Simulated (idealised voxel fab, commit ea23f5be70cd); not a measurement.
Process module heading - voxel wiring stack
Pictured: cross-section cut, 280 nm wide, on a grid of 5 nm square cells.
In this document a cross-section is written as a grid of square cells. It is given as a series of bands, listed from the top down, and a band is one or more rows of cells.
Top, bottom (nm), then materials left to right with widths (nm); lone material tagged "everywhere" fills the whole band edge to edge; "empty" = empty space.
Ref level 0: as-received wafer is one material below here. Bottom band extends down with no lower bound ("0 and below").
Per-row width for "30 to 40": begins at first number (top row of band), ends at second number (bottom row), increment between rows held constant.
Any step labelled "same as before" changed none of the cells in the cross-section.
So "Sealed internal voids" is basically the list of trapped voids: any empty space of 8 cells or more that can't reach the top through an opening. They're written width x height at distance, the distance being from the left edge, and it's all nm.
Formally, on a step line, whatever follows the settings is a remark that the simulator itself makes on the step.
A step's line can hold "overlay nm"; with a mask on that step, the setting says how far right of the planned place the mask lay, while a negative setting says it lay to the left.
Steps in the process plan:
1. RECEIVE | material Si
2. CONFORMAL_DEP | material SiO2 | thk nm 10
3. CONFORMAL_DEP | material SiN | thk nm 5
4. DIRECTIONAL_DEP | material lowk | thk nm 15
5. DIRECTIONAL_DEP | material aC | thk nm 10
6. PATTERN | tone open | mask id METAL_1 | material resist | width nm 25 | pitch nm 40 | thk nm 30 | overlay nm 0
7. DIRECTIONAL_ETCH | etch materials aC | depth nm 10
8. STRIP | etch materials resist
9. DIRECTIONAL_ETCH | etch materials lowk | depth nm 15
10. DIRECTIONAL_ETCH | etch materials SiN | depth nm 5
11. STRIP | etch materials aC
12. CONFORMAL_DEP | material TiN | thk nm 5
13. FILL_DEP | material Cu | thk nm 5
14. CMP | height nm 30
15. CONFORMAL_DEP | material SiCN | thk nm 5
16. DIRECTIONAL_DEP | material lowk | thk nm 20
17. DIRECTIONAL_DEP | material aC | thk nm 15
18. PATTERN | tone open | mask id PLUG_1 | material resist | width nm 15 | pitch nm 40 | thk nm 35 | overlay nm 0
19. DIRECTIONAL_ETCH | etch materials aC | depth nm 15
20. STRIP | etch materials resist
21. DIRECTIONAL_ETCH | etch materials lowk | depth nm 20
22. DIRECTIONAL_ETCH | etch materials SiCN | depth nm 5
23. STRIP | etch materials aC
24. CONFORMAL_DEP | material TiN | thk nm 5
25. FILL_DEP | material Ru | thk nm 5
26. CMP | height nm 55
27. CONFORMAL_DEP | material SiCN | thk nm 5
28. DIRECTIONAL_DEP | material lowk | thk nm 25
29. MASKED_ETCH | tone open | mask id METAL_2 | width nm 25 | pitch nm 40 | etch materials lowk | depth nm 25 | overlay nm -15
30. MASKED_ETCH | tone open | mask id METAL_2 | width nm 25 | pitch nm 40 | etch materials SiCN | depth nm 5 | overlay nm 0
31. CONFORMAL_DEP | material TiN | thk nm 5
32. FILL_DEP | material Cu | thk nm 5
33. CMP | height nm 85
34. CONFORMAL_DEP | material SiN | thk nm 5
Quick note for whoever runs this: the wafers start identical, but the overlay nm at step 29 isn't the same across them. The plan just shows what the first wafer had.
Cross-section of the first of several received wafers, showing its state after step 1:
	0 and below = Si everywhere
	Sealed internal voids: none
Cross-section, first of several wafers, end of module, after last step 34:
	90 down to 85 = SiN everywhere
	85 down to 65 = 90 lowk, then 5 TiN, then 15 Cu, then 5 TiN, then 15 lowk, then 5 TiN, then 15 Cu, then 5 TiN, then 125 lowk
	65 down to 60 = 90 lowk, then 25 TiN, then 15 lowk, then 25 TiN, then 125 lowk
	60 down to 55 = 105 SiCN, then 10 TiN, then 30 SiCN, then 10 TiN, then 125 SiCN
	55 down to 35 = 105 lowk, then 5 TiN, then 5 Ru, then 5 TiN, then 25 lowk, then 5 TiN, then 5 Ru, then 5 TiN, then 120 lowk
	35 down to 30 = 105 SiCN, then 15 TiN, then 25 SiCN, then 15 TiN, then 120 SiCN
	30 down to 15 = 105 lowk, then 5 TiN, then 15 Cu, then 5 TiN, then 15 lowk, then 5 TiN, then 15 Cu, then 5 TiN, then 110 lowk
	15 down to 10 = 105 SiN, then 25 TiN, then 15 SiN, then 25 TiN, then 110 SiN
	10 down to 0 = SiO2 everywhere
	0 and below = Si everywhere
	Sealed internal voids: none
Final wafer cross-section at module end:
	90 down to 85 = SiN everywhere
	85 down to 65 = 120 lowk, then 5 TiN, then 15 Cu, then 5 TiN, then 15 lowk, then 5 TiN, then 15 Cu, then 5 TiN, then 95 lowk
	65 down to 60 = 120 lowk, then 25 TiN, then 15 lowk, then 25 TiN, then 95 lowk
	60 down to 55 = 120 SiCN, then 10 TiN, then 30 SiCN, then 10 TiN, then 110 SiCN
	55 down to 35 = 105 lowk, then 5 TiN, then 5 Ru, then 5 TiN, then 25 lowk, then 5 TiN, then 5 Ru, then 5 TiN, then 120 lowk
	35 down to 30 = 105 SiCN, then 15 TiN, then 25 SiCN, then 15 TiN, then 120 SiCN
	30 down to 15 = 105 lowk, then 5 TiN, then 15 Cu, then 5 TiN, then 15 lowk, then 5 TiN, then 15 Cu, then 5 TiN, then 110 lowk
	15 down to 10 = 105 SiN, then 25 TiN, then 15 SiN, then 25 TiN, then 110 SiN
	10 down to 0 = SiO2 everywhere
	0 and below = Si everywhere
	Sealed internal voids: none
Per wafer, end of module: cells gained (+) or lost (-) per material since receipt, then closed voids:
overlay nm -15; +42 Cu; +8 Ru; +102 SiCN; +102 SiN; +112 SiO2; +74 TiN; +568 lowk; Sealed internal voids: none
overlay nm -10; +44 Cu; +8 Ru; +100 SiCN; +102 SiN; +112 SiO2; +74 TiN; +568 lowk; Sealed internal voids: none
overlay nm -5; +46 Cu; +8 Ru; +98 SiCN; +102 SiN; +112 SiO2; +74 TiN; +568 lowk; Sealed internal voids: none
overlay nm 0; +48 Cu; +8 Ru; +96 SiCN; +102 SiN; +112 SiO2; +74 TiN; +568 lowk; Sealed internal voids: none
overlay nm 5; +46 Cu; +8 Ru; +98 SiCN; +102 SiN; +112 SiO2; +74 TiN; +568 lowk; Sealed internal voids: none
overlay nm 10; +44 Cu; +8 Ru; +100 SiCN; +102 SiN; +112 SiO2; +74 TiN; +568 lowk; Sealed internal voids: none
overlay nm 15; +42 Cu; +8 Ru; +102 SiCN; +102 SiN; +112 SiO2; +74 TiN; +568 lowk; Sealed internal voids: none
